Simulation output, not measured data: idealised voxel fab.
The following process module bears the name voxel released beams.
The width of the displayed cross-section, cut, is 145 nm; its cells are square, with a size of 5 nm.
Heads up, the way a cross-section reads in here is a grid of square cells, handed over as bands from the top down, with every band being one or more rows of cells.
What a band's entry tells you: where the top is and where the bottom is, as heights in nm, and after that what lies inside, material by material from left to right, each with its width in nm. Empty space is written as the word "air", and a single material marked with the word "everywhere" occupies the band from edge to edge.
Heights are expressed relative to 0, this being the level below which the as-received wafer comprises one material exclusively. The lowest band is unbounded in the downward direction and is denoted as in "from 0 down".
The notation "30 to 40" denotes a width that varies across the rows of cells in the band, beginning at the first number in the top row, finishing at the second number in the bottom row, and changing by an identical amount from each row to the next.
Key: "remained unchanged" - step with no changed cell in the cross-section.
Basically, "Sealed void inventory" tells you about the enclosed voids: empty spaces with no open way to the top, 8 cells or bigger, each written width x height at distance, where distance is from the left edge, all in nm.
Post-settings text on a step line: simulator's own remark regarding the step.
overlay nm, on a step with a mask: how far to the right of its planned place the mask lay; to the left if negative
### This section lists the process steps that were planned
1: RECEIVE [material Si]
2: CONFORMAL_DEP [material Al2O3] [thk nm 5]
3: DIRECTIONAL_DEP [material SiO2] [thk nm 20]
4: MASKED_ETCH [tone open] [mask id ANCHOR] [width nm 45] [etch materials SiO2] [depth nm 20] [overlay nm 0]
5: CONFORMAL_DEP [material polySi] [thk nm 15]
6: MASKED_ETCH [tone cover] [mask id BEAM] [width nm 90] [etch materials polySi] [depth nm 15] [overlay nm 0]
7: STRIP [etch materials SiO2]
For this document, wafers share an identical start and vary in the step 2 thk nm; the plan quotes the first wafer's value.
### The first of several wafers in cross-section, exactly as it reached us after step 1
    from 0 down  Si everywhere
    Sealed void inventory: none
### The following table contains a row per wafer, in which are reported, at the conclusion of the module, the cells of each material gained (+) or lost (-) since the wafer's receipt, with its closed voids given thereafter
thk nm 5, +29 Al2O3, +78 polySi, Sealed void inventory: none
thk nm 10, +58 Al2O3, +78 polySi, Sealed void inventory: none
thk nm 15, +87 Al2O3, +78 polySi, Sealed void inventory: none
thk nm 20, +116 Al2O3, +78 polySi, Sealed void inventory: none
